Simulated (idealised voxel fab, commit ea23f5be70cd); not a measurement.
Process module name: voxel wiring stack
The figure presents cross-section cut, which has a width of 280 nm and is divided into square cells with an edge length of 5 nm.
If you're reading a cross-section in this doc, picture square cells in a grid; it comes to you as bands, top ones listed first down to the bottom, and a band can be one or more rows of cells.
Each band's line starts with the height of the band's top and of its bottom, in nm. Then come its materials from left to right, each with its width in nm. One material with "everywhere" fills the band from edge to edge. "blank" is empty space.
Heads up on the height convention: 0 is the point under which the incoming wafer is all one material, and the lowest band has no bottom, it just keeps going down, like "0..down".
A width given as "30..40" starts at the first number in the band's top row and ends at the second number in its bottom row, shifting by an equal amount at every step from row to row.
What does "everything unchanged" mean for a step? It means no cell of the cross-section changed in that step.
What "Enclosed void listing" gives you is every empty space of 8 cells or more that is cut off from the top. Each appears as width x height at distance, with the distance taken from the left edge and width, height and distance all in nm.
On a step's line, text after the settings is the simulator commenting on that step.
overlay nm: mask offset rightward from planned place, masked step; negative means leftward offset.

LIST OF PLANNED PROCESS STEPS
1. RECEIVE [material Si]
2. CONFORMAL_DEP [material SiO2] [thk nm 15]
3. DIRECTIONAL_DEP [material TiN] [thk nm 5]
4. DIRECTIONAL_DEP [material Ru] [thk nm 25]
5. MASKED_ETCH [tone cover] [mask id METAL_1] [width nm 20] [pitch nm 50] [etch materials Ru] [depth nm 25] [overlay nm 0]
6. MASKED_ETCH [tone cover] [mask id METAL_1] [width nm 20] [pitch nm 50] [etch materials TiN] [depth nm 5] [overlay nm 0]
7. CONFORMAL_DEP [material SiCN] [thk nm 5]
8. FILL_DEP [material SiO2] [thk nm 5]
9. CMP [height nm 45]
10. CONFORMAL_DEP [material SiCN] [thk nm 5]
11. DIRECTIONAL_DEP [material lowk] [thk nm 20]
12. PATTERN [tone open] [mask id PLUG_1] [material resist] [width nm 15] [pitch nm 100] [thk nm 15] [overlay nm 0]
13. DIRECTIONAL_ETCH [etch materials lowk] [depth nm 20]
14. DIRECTIONAL_ETCH [etch materials SiCN] [depth nm 5]
15. STRIP [etch materials resist]
16. CONFORMAL_DEP [material TiN] [thk nm 5]
17. FILL_DEP [material W] [thk nm 5]
18. CMP [height nm 70]
19. DIRECTIONAL_DEP [material TiN] [thk nm 5]
20. DIRECTIONAL_DEP [material Ru] [thk nm 20]
21. DIRECTIONAL_DEP [material aC] [thk nm 10]
22. PATTERN [tone cover] [mask id METAL_2] [material resist] [width nm 20] [pitch nm 50] [thk nm 30] [overlay nm -15]
23. DIRECTIONAL_ETCH [etch materials aC] [depth nm 10]
24. STRIP [etch materials resist]
25. DIRECTIONAL_ETCH [etch materials Ru] [depth nm 20]
26. DIRECTIONAL_ETCH [etch materials TiN] [depth nm 5]
27. STRIP [etch materials aC]
28. CONFORMAL_DEP [material SiN] [thk nm 5]
29. FILL_DEP [material lowk] [thk nm 5]
30. CMP [height nm 95]
31. CONFORMAL_DEP [material SiCN] [thk nm 5]
32. DIRECTIONAL_DEP [material lowk] [thk nm 25]
33. MASKED_ETCH [tone open] [mask id METAL_3_HOLES] [width nm 15] [pitch nm 100] [etch materials lowk] [depth nm 25] [overlay nm 0]
34. PATTERN [tone open] [mask id METAL_3] [material resist] [width nm 20] [pitch nm 50] [thk nm 20] [overlay nm 0]
35. DIRECTIONAL_ETCH [etch materials lowk] [depth nm 15]
36. DIRECTIONAL_ETCH [etch materials SiCN] [depth nm 5]
37. STRIP [etch materials resist]
38. CONFORMAL_DEP [material TiN] [thk nm 5]
39. FILL_DEP [material Cu] [thk nm 5]
40. CMP [height nm 125]
41. CONFORMAL_DEP [material SiN] [thk nm 5]
Across this set of wafers, the varied parameter is the overlay nm of step 22. Starting conditions are identical for every wafer, and the plan reports the value assigned to the first wafer.

FIRST WAFER AS RECEIVED, AFTER STEP 1
0..down = Si everywhere
Enclosed void listing: none

EVERY ROW IN THIS TABLE IS A WAFER AT THE END OF THE MODULE, AND IT GIVES, FOR EACH OF THE MATERIALS, THE CELLS THAT WAFER HAS GAINED (+) OR LOST (-) SINCE IT WAS RECEIVED, THEN ITS CLOSED VOIDS
overlay nm -15, +18 Cu, +108 Ru, +174 SiCN, +124 SiN, +358 SiO2, +82 TiN, +8 W, +584 lowk, Enclosed void listing: none
overlay nm -10, +18 Cu, +108 Ru, +174 SiCN, +124 SiN, +358 SiO2, +82 TiN, +8 W, +584 lowk, Enclosed void listing: none
overlay nm -5, +18 Cu, +108 Ru, +174 SiCN, +124 SiN, +358 SiO2, +82 TiN, +8 W, +584 lowk, Enclosed void listing: none
overlay nm 0, +18 Cu, +108 Ru, +174 SiCN, +124 SiN, +358 SiO2, +82 TiN, +8 W, +584 lowk, Enclosed void listing: none
overlay nm 5, +18 Cu, +108 Ru, +174 SiCN, +124 SiN, +358 SiO2, +82 TiN, +8 W, +584 lowk, Enclosed void listing: none
overlay nm 10, +18 Cu, +108 Ru, +174 SiCN, +124 SiN, +358 SiO2, +82 TiN, +8 W, +584 lowk, Enclosed void listing: none
overlay nm 15, +18 Cu, +108 Ru, +174 SiCN, +124 SiN, +358 SiO2, +82 TiN, +8 W, +584 lowk, Enclosed void listing: none
